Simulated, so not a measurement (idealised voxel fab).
process module | voxel gate over fins
cross-section cut | 225 nm wide | cells 5 nm
A cross-section is a grid of square cells, given in bands from the top down. A band is one or more rows of cells.
Each band's line starts with the height of the band's top and of its bottom, in nm. Then come its materials from left to right, each with its width in nm. One material with "throughout" fills the band from edge to edge. "air" is empty space.
Height 0 is the level under which the wafer as received is all one material. The lowest band goes on downwards, as in "0 down".
A width such as "30 to 40" changes by the same amount from each row of cells to the next, from the band's top row to its bottom row.
"no change" after a step means that no cell of the cross-section changed.
closed voids: empty space of 8 cells or more with no open way to the top, each as width x height at its distance from the left edge, in nm
after a step's settings: what the simulator itself notes on the step
overlay nm, on a step with a mask: how far to the right of its planned place the mask lay; to the left if negative
plan
1 op RECEIVE | material Si
2 op CONFORMAL_DEP | material SiN | thk nm 5
3 op PATTERN | tone cover | mask id FINS | material resist | width nm 15 | pitch nm 35 | thk nm 15 | overlay nm 0
4 op DIRECTIONAL_ETCH | etch materials SiN | depth nm 5
5 op DIRECTIONAL_ETCH | etch materials Si | depth nm 40
6 op STRIP | etch materials resist
7 op OXIDIZE | depth nm 5
8 op FILL_DEP | material SiO2 | thk nm 15
9 op CMP | height nm 5
10 op SELECTIVE_ETCH | etch materials SiO2 | depth nm 20
11 op STRIP | etch materials SiN
12 op CONFORMAL_DEP | material HfO2 | thk nm 5
13 op CONFORMAL_DEP | material TiN | thk nm 5
14 op FILL_DEP | material W | thk nm 15
15 op CMP | height nm 20
16 op CONFORMAL_DEP | material SiCN | thk nm 5
as received, after step 1
  0 down: Si throughout
  closed voids: none
a wafer at the end: this start, this plan, one mistake
  25 to 20: SiCN throughout
  20 to 10: W throughout
  10 to 5: W 55 | TiN 25 | W 10 | TiN 25 | W 10 | TiN 25 | W 75
  5 to 0: W 55 | TiN 5 | HfO2 15 | TiN 5 | W 10 | TiN 5 | HfO2 15 | TiN 5 | W 10 | TiN 5 | HfO2 15 | TiN 5 | W 75
  0 to -5: W 55 | TiN 5 | HfO2 5 | Si 5 | HfO2 5 | TiN 5 | W 10 | TiN 5 | HfO2 5 | Si 5 | HfO2 5 | TiN 5 | W 10 | TiN 5 | HfO2 5 | Si 5 | HfO2 5 | TiN 5 | W 75
  -5 to -10: TiN 60 | HfO2 5 | Si 5 | HfO2 5 | TiN 20 | HfO2 5 | Si 5 | HfO2 5 | TiN 20 | HfO2 5 | Si 5 | HfO2 5 | TiN 80
  -10 to -15: HfO2 65 | Si 5 | HfO2 30 | Si 5 | HfO2 30 | Si 5 | HfO2 85
  -15 to -45: SiO2 65 | Si 5 | SiO2 30 | Si 5 | SiO2 30 | Si 5 | SiO2 85
  -45 down: Si throughout
  closed voids: none
what went wrong: step 3 ran as: op PATTERN | tone cover | mask id FINS | material resist | width nm 15 | pitch nm 35 | thk nm 15 | overlay nm -10
